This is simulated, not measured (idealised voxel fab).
Herein follows the process module entitled voxel transistor to metal.
Cross-section cut: width 165 nm, square cells of 5 nm.
Square cells in a grid make up a cross-section in this document, and the grid is given as bands, listed from the top down, each one or more rows of cells.
It is stipulated that each band's entry specify, in nanometres, the height of the top of the band and then that of its bottom, followed by the materials of the band in left-to-right sequence, each together with its width in nanometres. A single material marked by the word "throughout" is understood to fill the band from edge to edge; the word "blank" is understood to denote empty space.
Heads up on the height convention: 0 is the point under which the incoming wafer is all one material, and the lowest band has no bottom, it just keeps going down, like "0..down".
When a width is written as two numbers, as in "30->40", the first number is the width in the top row of cells of the band and the second is the width in its bottom row, and the width changes by the same amount from each row to the next.
"nothing altered" after a step means that no cell of the cross-section changed.
Listed in "Trapped voids": every empty space of 8 or more cells without an open way to the top. Form: width x height at distance, the distance being from the left edge, all in nm.
Step line, after settings: the simulator's comment on this step.
A step line may carry the setting "overlay nm", which, for steps involving a mask, states the distance by which the mask lay to the right of its intended position; negative values denote displacement to the left.
THE PROCESS STEPS THAT WERE PLANNED ARE LISTED BELOW
1. RECEIVE,material Si
2. CONFORMAL_DEP,material SiO2,thk nm 5
3. CONFORMAL_DEP,material SiN,thk nm 10
4. DIRECTIONAL_DEP,material aC,thk nm 15
5. PATTERN,tone cover,mask id ACTIVE,material resist,width nm 105,thk nm 30,overlay nm 0
6. DIRECTIONAL_ETCH,etch materials aC,depth nm 15
7. STRIP,etch materials resist
8. DIRECTIONAL_ETCH,etch materials SiN,depth nm 10
9. DIRECTIONAL_ETCH,etch materials SiO2,depth nm 5
10. DIRECTIONAL_ETCH,etch materials Si,depth nm 35
11. STRIP,etch materials aC
12. FILL_DEP,material SiO2,thk nm 10
13. CMP,height nm 15
14. SELECTIVE_ETCH,etch materials SiO2,depth nm 5
15. STRIP,etch materials SiN
16. SELECTIVE_ETCH,etch materials SiO2,depth nm 5
17. OXIDIZE,depth nm 5
18. DIRECTIONAL_DEP,material polySi,thk nm 30
19. DIRECTIONAL_DEP,material SiCN,thk nm 10
20. PATTERN,tone cover,mask id GATE,material resist,width nm 25,thk nm 20,overlay nm 0
21. DIRECTIONAL_ETCH,etch materials SiCN,depth nm 20
22. DIRECTIONAL_ETCH,etch materials polySi,depth nm 40
23. STRIP,etch materials resist
24. CONFORMAL_DEP,material SiN,thk nm 10
25. DIRECTIONAL_ETCH,etch materials SiN,depth nm 10
26. DIRECTIONAL_ETCH,etch materials SiO2,depth nm 5
27. DIRECTIONAL_ETCH,etch materials Si,depth nm 5
28. EPI,material pSi,thk nm 5
29. FILL_DEP,material SiO2,thk nm 10
30. CMP,height nm 40
31. DIRECTIONAL_DEP,material SiO2,thk nm 15
32. PATTERN,tone open,mask id CONTACT,material resist,width nm 30,pitch nm 65,thk nm 20,overlay nm 0
33. DIRECTIONAL_ETCH,etch materials SiO2,depth nm 60
34. STRIP,etch materials resist
35. CONFORMAL_DEP,material TiN,thk nm 5
36. FILL_DEP,material Ru,thk nm 5
37. CMP,height nm 55
38. DIRECTIONAL_DEP,material TiN,thk nm 5
39. DIRECTIONAL_DEP,material Ru,thk nm 20
40. PATTERN,tone cover,mask id METAL_1,material resist,width nm 15,pitch nm 80,thk nm 20,overlay nm 0
41. DIRECTIONAL_ETCH,etch materials Ru,depth nm 20
42. DIRECTIONAL_ETCH,etch materials TiN,depth nm 5
43. STRIP,etch materials resist
44. CONFORMAL_DEP,material SiN,thk nm 5
45. FILL_DEP,material lowk,thk nm 10
46. CMP,height nm 80
47. CONFORMAL_DEP,material SiN,thk nm 5
INCOMING WAFER IN CROSS-SECTION (STATE: AFTER STEP 1)
  0..down = Si throughout
  Trapped voids: none
MODULE COMPLETE - CROSS-SECTION OF THE FIRST OF TWO WAFERS, RUN ACCORDING TO PLAN
  85..80 = SiN throughout
  80..60 = lowk 30 nm, then SiN 5 nm, then Ru 15 nm, then SiN 5 nm, then lowk 55 nm, then SiN 5 nm, then Ru 15 nm, then SiN 5 nm, then lowk 30 nm
  60..55 = SiN 35 nm, then TiN 15 nm, then SiN 65 nm, then TiN 15 nm, then SiN 35 nm
  55..45 = SiO2 35 nm, then TiN 5 nm, then Ru 20 nm, then TiN 5 nm, then SiO2 35 nm, then TiN 5 nm, then Ru 20 nm, then TiN 5 nm, then SiO2 35 nm
  45..40 = SiO2 35 nm, then TiN 5 nm, then Ru 15 nm, then TiN 10 nm, then SiO2 35 nm, then TiN 10 nm, then Ru 15 nm, then TiN 5 nm, then SiO2 35 nm
  40..30 = SiO2 35 nm, then TiN 5 nm, then Ru 15 nm, then TiN 5 nm, then SiN 10 nm, then SiCN 25 nm, then SiN 10 nm, then TiN 5 nm, then Ru 15 nm, then TiN 5 nm, then SiO2 35 nm
  30..5 = SiO2 35 nm, then TiN 5 nm, then Ru 15 nm, then TiN 5 nm, then SiN 10 nm, then polySi 25 nm, then SiN 10 nm, then TiN 5 nm, then Ru 15 nm, then TiN 5 nm, then SiO2 35 nm
  5..0 = SiO2 25 nm, then SiN 10 nm, then TiN 10 nm, then Ru 5 nm, then TiN 10 nm, then SiN 10 nm, then polySi 25 nm, then SiN 10 nm, then TiN 10 nm, then Ru 5 nm, then TiN 10 nm, then SiN 10 nm, then SiO2 25 nm
  0..-5 = SiO2 35 nm, then pSi 5 nm, then TiN 15 nm, then pSi 5 nm, then SiO2 45 nm, then pSi 5 nm, then TiN 15 nm, then pSi 5 nm, then SiO2 35 nm
  -5..-10 = SiO2 30 nm, then Si 5 nm, then pSi 25 nm, then Si 45 nm, then pSi 25 nm, then Si 5 nm, then SiO2 30 nm
  -10..-35 = SiO2 30 nm, then Si 105 nm, then SiO2 30 nm
  -35..down = Si throughout
  Trapped voids: none
THIS CROSS-SECTION BELONGS TO THE SECOND WAFER OF TWO AT THE END OF THE MODULE; THE START AND THE PLAN WERE SHARED WITH THE FIRST, AND THE RUN INCLUDED ONE MISTAKE
  85..80 = SiN throughout
  80..60 = lowk 30 nm, then SiN 5 nm, then Ru 15 nm, then SiN 5 nm, then lowk 55 nm, then SiN 5 nm, then Ru 15 nm, then SiN 5 nm, then lowk 30 nm
  60..55 = SiN 35 nm, then TiN 15 nm, then SiN 65 nm, then TiN 15 nm, then SiN 35 nm
  55..45 = SiO2 35 nm, then TiN 5 nm, then Ru 20 nm, then TiN 5 nm, then SiO2 35 nm, then TiN 5 nm, then Ru 20 nm, then TiN 5 nm, then SiO2 35 nm
  45..40 = SiO2 35 nm, then TiN 5 nm, then Ru 15 nm, then TiN 10 nm, then SiO2 35 nm, then TiN 10 nm, then Ru 15 nm, then TiN 5 nm, then SiO2 35 nm
  40..30 = SiO2 35 nm, then TiN 5 nm, then Ru 15 nm, then TiN 5 nm, then SiN 10 nm, then SiCN 25 nm, then SiN 10 nm, then TiN 5 nm, then Ru 15 nm, then TiN 5 nm, then SiO2 35 nm
  30..5 = SiO2 35 nm, then TiN 5 nm, then Ru 15 nm, then TiN 5 nm, then SiN 10 nm, then polySi 25 nm, then SiN 10 nm, then TiN 5 nm, then Ru 15 nm, then TiN 5 nm, then SiO2 35 nm
  5..0 = SiO2 25 nm, then SiN 10 nm, then TiN 5 nm, then Ru 10 nm, then TiN 10 nm, then SiN 10 nm, then polySi 25 nm, then SiN 10 nm, then TiN 10 nm, then Ru 10 nm, then TiN 5 nm, then SiN 10 nm, then SiO2 25 nm
  0..-5 = SiO2 25 nm, then SiN 5 nm, then SiO2 5 nm, then TiN 20 nm, then pSi 5 nm, then SiO2 45 nm, then pSi 5 nm, then TiN 20 nm, then SiO2 5 nm, then SiN 5 nm, then SiO2 25 nm
  -5..-10 = SiO2 35 nm, then pSi 25 nm, then Si 45 nm, then pSi 25 nm, then SiO2 35 nm
  -10..-35 = SiO2 30 nm, then Si 105 nm, then SiO2 30 nm
  -35..down = Si throughout
  Trapped voids: none
The mistake made against the process plan was this: the run left out plan step 2 entirely, so it was never executed
The final cell counts differ between the wafers, with the second having more or fewer of some materials than the first: Ru +2, Si -2, SiN +2, pSi -2
